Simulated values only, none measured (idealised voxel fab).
Presented below is a process module, voxel released beams.
In the cross-section labelled cut, the width is 260 nm and each square cell is 5 nm.
If you're reading a cross-section in this doc, picture square cells in a grid; it comes to you as bands, top ones listed first down to the bottom, and a band can be one or more rows of cells.
Look at the band entry: it leads with the top's height and the bottom's height in nm. Then it lists the materials left to right, with a width in nm for each. The word "throughout" on a single material says that material fills the band edge to edge. The word "blank" is empty space.
Heights are measured from 0, the level below which the as-received wafer is all one material; the lowest band has no bottom and continues downward, written as in "from 0 down".
You'd read "30->40" like this: the band's top row of cells is as wide as the first number, its bottom row is as wide as the second, and going down, every row changes width by the same amount as the row before did.
Where a step carries "everything unchanged", the cross-section came out of it unchanged, cell for cell.
Closed-off voids of 8+ cells (no open route to the top) go in "Sealed void inventory", written width x height at distance from the left edge, in nm.
Anything after a step's settings on that line? It's the simulator's own note about the step.
overlay nm: where the mask lay relative to plan, measured to the right, on steps with a mask; negatives go left.
These are the steps we planned for the process:
1: RECEIVE | material Si
2: CONFORMAL_DEP | material Al2O3 | thk nm 5
3: DIRECTIONAL_DEP | material SiO2 | thk nm 10
4: PATTERN | tone open | mask id ANCHOR | material resist | width nm 25 | thk nm 20 | overlay nm 0
5: DIRECTIONAL_ETCH | etch materials SiO2 | depth nm 10
6: STRIP | etch materials resist
7: CONFORMAL_DEP | material SiN | thk nm 10
8: PATTERN | tone cover | mask id BEAM | material resist | width nm 105 | thk nm 15 | overlay nm 0
9: DIRECTIONAL_ETCH | etch materials SiN | depth nm 10
10: STRIP | etch materials resist
11: STRIP | etch materials SiO2
The first of two wafers, run as planned:
Shown in cross-section is the wafer as received, that is, as it stands after step 1:
> from 0 down = Si throughout
> Sealed void inventory: none
The following cross-section depicts the wafer upon completion of step 2:
> from 5 to 0 = Al2O3 throughout
> Beneath the level 0, the cross-section is identical to its previous state.
The following cross-section depicts the wafer upon completion of step 3:
> from 15 to 5 = SiO2 throughout
> Beneath the level 5, the cross-section is identical to its previous state.
The following cross-section depicts the wafer upon completion of step 4:
> from 35 to 15 = resist: 80  blank: 25  resist: 155
> Beneath the level 15, the cross-section is identical to its previous state.
The following cross-section depicts the wafer upon completion of step 5:
> from 35 to 15 = resist: 80  blank: 25  resist: 155
> from 15 to 5 = SiO2: 80  blank: 25  SiO2: 155
> Beneath the level 5, the cross-section is identical to its previous state.
The following cross-section depicts the wafer upon completion of step 6:
> from 15 to 5 = SiO2: 80  blank: 25  SiO2: 155
> Beneath the level 5, the cross-section is identical to its previous state.
The following cross-section depicts the wafer upon completion of step 7:
> from 25 to 15 = SiN: 90  blank: 5  SiN: 165
> from 15 to 5 = SiO2: 80  SiN: 25  SiO2: 155
> Beneath the level 5, the cross-section is identical to its previous state.
The following cross-section depicts the wafer upon completion of step 8:
> from 40 to 25 = blank: 75  resist: 105  blank: 80
> from 25 to 15 = SiN: 90  resist: 5  SiN: 165
> Beneath the level 15, the cross-section is identical to its previous state.
The following cross-section depicts the wafer upon completion of step 9:
> from 40 to 25 = blank: 75  resist: 105  blank: 80
> from 25 to 15 = blank: 75  SiN: 15  resist: 5  SiN: 85  blank: 80
> Beneath the level 15, the cross-section is identical to its previous state.
The following cross-section depicts the wafer upon completion of step 10:
> from 25 to 15 = blank: 75  SiN: 15  blank: 5  SiN: 85  blank: 80
> Beneath the level 15, the cross-section is identical to its previous state.
The following cross-section depicts the wafer upon completion of step 11:
> from 25 to 15 = blank: 75  SiN: 15  blank: 5  SiN: 85  blank: 80
> from 15 to 5 = blank: 80  SiN: 25  blank: 155
> Beneath the level 5, the cross-section is identical to its previous state.
Wafer two: like wafer one in start and plan, but with one mistake in execution; identical up to and including step 6:
when step 7 should have ended:
> from 30 to 15 = SiN throughout
> from 15 to 5 = SiO2: 80  SiN: 25  SiO2: 155
> Beneath the level 5, the cross-section is identical to its previous state.
when step 8 should have ended:
> from 45 to 30 = blank: 75  resist: 105  blank: 80
> Beneath the level 30, the cross-section is identical to its previous state.
when step 9 should have ended:
> from 45 to 30 = blank: 75  resist: 105  blank: 80
> from 30 to 20 = blank: 75  SiN: 105  blank: 80
> Beneath the level 20, the cross-section is identical to its previous state.
when step 10 should have ended:
> from 30 to 20 = blank: 75  SiN: 105  blank: 80
> Beneath the level 20, the cross-section is identical to its previous state.
when step 11 should have ended: everything unchanged
Heads up, the wafer didn't run the way we planned it: step 7 ran as: CONFORMAL_DEP | material SiN | thk nm 15
Wrapping up, a cell-based count of both wafers puts the second over or under the first for these materials: SiN: 54 more, SiO2: 94 more
